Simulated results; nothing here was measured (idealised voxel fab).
Process module name: voxel wiring stack
FYI the section here is cut, 240 nm wide, cells are 5 nm squares.
When this document writes out a cross-section, it uses a grid of square cells and lists it as bands, beginning at the top and moving down, with a band standing for one or more rows of cells.
Top, bottom (nm), then materials left to right with widths (nm); lone material tagged "everywhere" fills the whole band edge to edge; "air" = empty space.
For the purposes of this specification, 0 denotes the height below which the wafer in its as-received condition is composed wholly of one material, and the lowermost band, lacking a lower limit, extends downward without end, as expressed in "top 0, no bottom".
The width entry "30->40" should be interpreted row by row: the top row of cells in the band takes the first number, the bottom row takes the second number, and the change between adjacent rows is uniform throughout.
"no alterations made" after a step means that no cell of the cross-section changed.
Reported under the label "Enclosed empty spaces" are the empty spaces having no open way to the top and comprising 8 cells or more; the notation for each is width x height at distance, in which the distance is measured from the left edge and all three values are in nm.
Anything after a step's settings on that line? It's the simulator's own note about the step.
"overlay nm" on a masked step: distance the mask lay right of its planned place, negative for left.

Steps planned for the process
1: RECEIVE, material Si
2: CONFORMAL_DEP, material SiO2, thk nm 15
3: CONFORMAL_DEP, material SiN, thk nm 5
4: DIRECTIONAL_DEP, material lowk, thk nm 20
5: MASKED_ETCH, tone open, mask id METAL_1, width nm 30, pitch nm 50, etch materials lowk, depth nm 20, overlay nm 0
6: MASKED_ETCH, tone open, mask id METAL_1, width nm 30, pitch nm 50, etch materials SiN, depth nm 5, overlay nm 0
7: CONFORMAL_DEP, material TiN, thk nm 5
8: FILL_DEP, material Cu, thk nm 5
9: CMP, height nm 40
10: CONFORMAL_DEP, material SiCN, thk nm 5
11: DIRECTIONAL_DEP, material SiO2, thk nm 35
12: DIRECTIONAL_DEP, material aC, thk nm 15
13: PATTERN, tone open, mask id METAL_2, material resist, width nm 30, pitch nm 50, thk nm 35, overlay nm 0
14: DIRECTIONAL_ETCH, etch materials aC, depth nm 15
15: STRIP, etch materials resist
16: DIRECTIONAL_ETCH, etch materials SiO2, depth nm 20
17: STRIP, etch materials aC
18: MASKED_ETCH, tone open, mask id METAL_2_HOLES, width nm 15, pitch nm 50, etch materials SiO2, depth nm 15, overlay nm -15
19: MASKED_ETCH, tone open, mask id METAL_2_HOLES, width nm 15, pitch nm 50, etch materials SiCN, depth nm 5, overlay nm 0
20: CONFORMAL_DEP, material TiN, thk nm 5
21: FILL_DEP, material Cu, thk nm 10
22: CMP, height nm 80
23: CONFORMAL_DEP, material SiCN, thk nm 5
24: DIRECTIONAL_DEP, material SiO2, thk nm 30
25: DIRECTIONAL_DEP, material aC, thk nm 15
26: PATTERN, tone open, mask id METAL_3_HOLES, material resist, width nm 15, thk nm 30, overlay nm 0
27: DIRECTIONAL_ETCH, etch materials aC, depth nm 15
28: STRIP, etch materials resist
29: DIRECTIONAL_ETCH, etch materials SiO2, depth nm 30
30: STRIP, etch materials aC
31: DIRECTIONAL_DEP, material aC, thk nm 10
32: PATTERN, tone open, mask id METAL_3, material resist, width nm 30, pitch nm 50, thk nm 25, overlay nm 0
33: DIRECTIONAL_ETCH, etch materials aC, depth nm 10
34: STRIP, etch materials resist
35: DIRECTIONAL_ETCH, etch materials SiO2, depth nm 15
36: DIRECTIONAL_ETCH, etch materials SiCN, depth nm 5
37: STRIP, etch materials aC
38: CONFORMAL_DEP, material TiN, thk nm 5
39: FILL_DEP, material Cu, thk nm 10
40: CMP, height nm 115
41: CONFORMAL_DEP, material SiCN, thk nm 5
Keep in mind the plan's value for the overlay nm of step 18 comes from the first wafer; the wafers don't share that setting, but they do share the same starting point.

The as-received cross-section of the first of several wafers corresponds to the state after step 1
    top 0, no bottom  Si everywhere
    Enclosed empty spaces: none

Per wafer, end of module: cells gained (+) or lost (-) per material since receipt, then closed voids
overlay nm -15; +88 Cu; +141 SiCN; +36 SiN; +657 SiO2; +86 TiN; +144 lowk; Enclosed empty spaces: none
overlay nm -10; +84 Cu; +139 SiCN; +36 SiN; +657 SiO2; +92 TiN; +144 lowk; Enclosed empty spaces: none
overlay nm -5; +80 Cu; +137 SiCN; +36 SiN; +657 SiO2; +98 TiN; +144 lowk; Enclosed empty spaces: none
overlay nm 0; +84 Cu; +135 SiCN; +36 SiN; +657 SiO2; +96 TiN; +144 lowk; Enclosed empty spaces: none
overlay nm 5; +82 Cu; +137 SiCN; +36 SiN; +657 SiO2; +96 TiN; +144 lowk; Enclosed empty spaces: none
overlay nm 10; +82 Cu; +139 SiCN; +36 SiN; +657 SiO2; +94 TiN; +144 lowk; Enclosed empty spaces: none
overlay nm 15; +82 Cu; +141 SiCN; +36 SiN; +657 SiO2; +92 TiN; +144 lowk; Enclosed empty spaces: none
